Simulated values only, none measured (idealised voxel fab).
Process module under the name voxel gate over fins
Shown is cross-section cut, with a width of 265 nm and square cells of size 5 nm.
Cross-section, as written here: a square-cell grid given band by band from the top down, where a band holds one or more rows of cells. Read a band's entry like this: the first values are the height of its top and the height of its bottom in nm, and what follows is the sequence of materials from left to right, each with its width in nm. Note that "empty" is empty space, and that a single material marked "everywhere" reaches across the band from edge to edge. Heights are measured from 0, the level below which the as-received wafer is all one material; the lowest band has no bottom and continues downward, written as in "0..down". Quick explanation for "30 to 40": the width changes in equal steps down the rows of cells, from the first number in the band's top row to the second number in its bottom row. "remained unchanged" -> step changed no cross-section cell. Entry "Closed-off voids". Content: empty spaces with no open connection to the top, size 8 cells or greater. Each: width x height at distance. Distance: from left edge. Unit: nm. Read whatever lies past the settings on a step's line as the simulator's own remark about the step. A step line may carry the setting "overlay nm", which, for steps involving a mask, states the distance by which the mask lay to the right of its intended position; negative values denote displacement to the left.
[Process steps foreseen in the plan]
1: RECEIVE (material Si)
2: CONFORMAL_DEP (material SiN; thk nm 5)
3: MASKED_ETCH (tone cover; mask id FINS; width nm 15; pitch nm 50; etch materials SiN; depth nm 5; overlay nm 0)
4: MASKED_ETCH (tone cover; mask id FINS; width nm 15; pitch nm 50; etch materials Si; depth nm 35; overlay nm 0)
5: FILL_DEP (material SiO2; thk nm 5)
6: CMP (height nm 5)
7: DIRECTIONAL_DEP (material aC; thk nm 15)
8: PATTERN (tone open; mask id RAIL; material resist; width nm 15; thk nm 35; overlay nm 0)
9: DIRECTIONAL_ETCH (etch materials aC; depth nm 15)
10: STRIP (etch materials resist)
11: DIRECTIONAL_ETCH (etch materials SiO2; depth nm 35)
12: STRIP (etch materials aC)
13: CONFORMAL_DEP (material TiN; thk nm 5)
14: FILL_DEP (material W; thk nm 5)
15: CMP (height nm 5)
16: SELECTIVE_ETCH (etch materials W Ru TiN; depth nm 30)
17: FILL_DEP (material SiO2; thk nm 5)
18: CMP (height nm 5)
19: SELECTIVE_ETCH (etch materials SiO2; depth nm 20)
20: STRIP (etch materials SiN)
21: CONFORMAL_DEP (material HfO2; thk nm 5)
22: CONFORMAL_DEP (material TiN; thk nm 5)
23: FILL_DEP (material W; thk nm 15)
24: CMP (height nm 20)
25: CONFORMAL_DEP (material SiN; thk nm 10)
[First of two wafers: run as planned]
[Wafer at receipt (post step 1), cross-section]
	0..down = Si everywhere
	Closed-off voids: none
[After step 2: wafer cross-section]
	5..0 = SiN everywhere
	Anything lower than 0 is untouched.
[After step 3: wafer cross-section]
	5..0 = 75 empty / 15 SiN / 35 empty / 15 SiN / 35 empty / 15 SiN / 75 empty
	Anything lower than 0 is untouched.
[After step 4: wafer cross-section]
	5..0 = 75 empty / 15 SiN / 35 empty / 15 SiN / 35 empty / 15 SiN / 75 empty
	0..-35 = 75 empty / 15 Si / 35 empty / 15 Si / 35 empty / 15 Si / 75 empty
	Anything lower than -35 is untouched.
[After step 5: wafer cross-section]
	10..5 = SiO2 everywhere
	5..0 = 75 SiO2 / 15 SiN / 35 SiO2 / 15 SiN / 35 SiO2 / 15 SiN / 75 SiO2
	0..-35 = 75 SiO2 / 15 Si / 35 SiO2 / 15 Si / 35 SiO2 / 15 Si / 75 SiO2
	Anything lower than -35 is untouched.
[After step 6: wafer cross-section]
	5..0 = 75 SiO2 / 15 SiN / 35 SiO2 / 15 SiN / 35 SiO2 / 15 SiN / 75 SiO2
	Anything lower than 0 is untouched.
[After step 7: wafer cross-section]
	20..5 = aC everywhere
	Anything lower than 5 is untouched.
[After step 8: wafer cross-section]
	55..20 = 100 resist / 15 empty / 150 resist
	Anything lower than 20 is untouched.
[After step 9: wafer cross-section]
	40..20 = 100 resist / 15 empty / 150 resist
	20..5 = 100 aC / 15 empty / 150 aC
	Anything lower than 5 is untouched.
[After step 10: wafer cross-section]
	20..5 = 100 aC / 15 empty / 150 aC
	Anything lower than 5 is untouched.
[After step 11: wafer cross-section]
	20..5 = 100 aC / 15 empty / 150 aC
	5..0 = 75 SiO2 / 15 SiN / 10 SiO2 / 15 empty / 10 SiO2 / 15 SiN / 35 SiO2 / 15 SiN / 75 SiO2
	0..-30 = 75 SiO2 / 15 Si / 10 SiO2 / 15 empty / 10 SiO2 / 15 Si / 35 SiO2 / 15 Si / 75 SiO2
	Anything lower than -30 is untouched.
[After step 12: wafer cross-section]
	5..0 = 75 SiO2 / 15 SiN / 10 SiO2 / 15 empty / 10 SiO2 / 15 SiN / 35 SiO2 / 15 SiN / 75 SiO2
	Anything lower than 0 is untouched.
[After step 13: wafer cross-section]
	10..5 = 105 TiN / 5 empty / 155 TiN
	5..0 = 75 SiO2 / 15 SiN / 10 SiO2 / 5 TiN / 5 empty / 5 TiN / 10 SiO2 / 15 SiN / 35 SiO2 / 15 SiN / 75 SiO2
	0..-25 = 75 SiO2 / 15 Si / 10 SiO2 / 5 TiN / 5 empty / 5 TiN / 10 SiO2 / 15 Si / 35 SiO2 / 15 Si / 75 SiO2
	-25..-30 = 75 SiO2 / 15 Si / 10 SiO2 / 15 TiN / 10 SiO2 / 15 Si / 35 SiO2 / 15 Si / 75 SiO2
	Anything lower than -30 is untouched.
[After step 14: wafer cross-section]
	15..10 = W everywhere
	10..5 = 105 TiN / 5 W / 155 TiN
	5..0 = 75 SiO2 / 15 SiN / 10 SiO2 / 5 TiN / 5 W / 5 TiN / 10 SiO2 / 15 SiN / 35 SiO2 / 15 SiN / 75 SiO2
	0..-25 = 75 SiO2 / 15 Si / 10 SiO2 / 5 TiN / 5 W / 5 TiN / 10 SiO2 / 15 Si / 35 SiO2 / 15 Si / 75 SiO2
	Anything lower than -25 is untouched.
[After step 15: wafer cross-section]
	5..0 = 75 SiO2 / 15 SiN / 10 SiO2 / 5 TiN / 5 W / 5 TiN / 10 SiO2 / 15 SiN / 35 SiO2 / 15 SiN / 75 SiO2
	Anything lower than 0 is untouched.
[After step 16: wafer cross-section]
	5..0 = 75 SiO2 / 15 SiN / 10 SiO2 / 15 empty / 10 SiO2 / 15 SiN / 35 SiO2 / 15 SiN / 75 SiO2
	0..-25 = 75 SiO2 / 15 Si / 10 SiO2 / 15 empty / 10 SiO2 / 15 Si / 35 SiO2 / 15 Si / 75 SiO2
	Anything lower than -25 is untouched.
[After step 17: wafer cross-section]
	10..5 = SiO2 everywhere
	5..0 = 75 SiO2 / 15 SiN / 35 SiO2 / 15 SiN / 35 SiO2 / 15 SiN / 75 SiO2
	0..-25 = 75 SiO2 / 15 Si / 35 SiO2 / 15 Si / 35 SiO2 / 15 Si / 75 SiO2
	Anything lower than -25 is untouched.
[After step 18: wafer cross-section]
	5..0 = 75 SiO2 / 15 SiN / 35 SiO2 / 15 SiN / 35 SiO2 / 15 SiN / 75 SiO2
	Anything lower than 0 is untouched.
[After step 19: wafer cross-section]
	5..0 = 75 empty / 15 SiN / 35 empty / 15 SiN / 35 empty / 15 SiN / 75 empty
	0..-15 = 75 empty / 15 Si / 35 empty / 15 Si / 35 empty / 15 Si / 75 empty
	Anything lower than -15 is untouched.
[After step 20: wafer cross-section]
	0..-15 = 75 empty / 15 Si / 35 empty / 15 Si / 35 empty / 15 Si / 75 empty
	Anything lower than -15 is untouched.
[After step 21: wafer cross-section]
	5..0 = 70 empty / 25 HfO2 / 25 empty / 25 HfO2 / 25 empty / 25 HfO2 / 70 empty
	0..-10 = 70 empty / 5 HfO2 / 15 Si / 5 HfO2 / 25 empty / 5 HfO2 / 15 Si / 5 HfO2 / 25 empty / 5 HfO2 / 15 Si / 5 HfO2 / 70 empty
	-10..-15 = 75 HfO2 / 15 Si / 35 HfO2 / 15 Si / 35 HfO2 / 15 Si / 75 HfO2
	Anything lower than -15 is untouched.
[After step 22: wafer cross-section]
	10..5 = 65 empty / 35 TiN / 15 empty / 35 TiN / 15 empty / 35 TiN / 65 empty
	5..0 = 65 empty / 5 TiN / 25 HfO2 / 5 TiN / 15 empty / 5 TiN / 25 HfO2 / 5 TiN / 15 empty / 5 TiN / 25 HfO2 / 5 TiN / 65 empty
	0..-5 = 65 empty / 5 TiN / 5 HfO2 / 15 Si / 5 HfO2 / 5 TiN / 15 empty / 5 TiN / 5 HfO2 / 15 Si / 5 HfO2 / 5 TiN / 15 empty / 5 TiN / 5 HfO2 / 15 Si / 5 HfO2 / 5 TiN / 65 empty
	-5..-10 = 70 TiN / 5 HfO2 / 15 Si / 5 HfO2 / 25 TiN / 5 HfO2 / 15 Si / 5 HfO2 / 25 TiN / 5 HfO2 / 15 Si / 5 HfO2 / 70 TiN
	Anything lower than -10 is untouched.
[After step 23: wafer cross-section]
	25..10 = W everywhere
	10..5 = 65 W / 35 TiN / 15 W / 35 TiN / 15 W / 35 TiN / 65 W
	5..0 = 65 W / 5 TiN / 25 HfO2 / 5 TiN / 15 W / 5 TiN / 25 HfO2 / 5 TiN / 15 W / 5 TiN / 25 HfO2 / 5 TiN / 65 W
	0..-5 = 65 W / 5 TiN / 5 HfO2 / 15 Si / 5 HfO2 / 5 TiN / 15 W / 5 TiN / 5 HfO2 / 15 Si / 5 HfO2 / 5 TiN / 15 W / 5 TiN / 5 HfO2 / 15 Si / 5 HfO2 / 5 TiN / 65 W
	Anything lower than -5 is untouched.
[After step 24: wafer cross-section]
	20..10 = W everywhere
	Anything lower than 10 is untouched.
[After step 25: wafer cross-section]
	30..20 = SiN everywhere
	Anything lower than 20 is untouched.
[Second wafer. Start and plan as for the first. One mistake made in running. Agrees with the first up to and including step 24]
[Second wafer profile in section, at the moment step 25 of the plan was meant to be complete]
	35..20 = SiN everywhere
	Anything lower than 20 is untouched.
What was the processing mistake? step 25 changed vs plan, executed as CONFORMAL_DEP (material SiN; thk nm 15)
Materials where the second wafer ends with more or fewer cells than the first: SiN +53
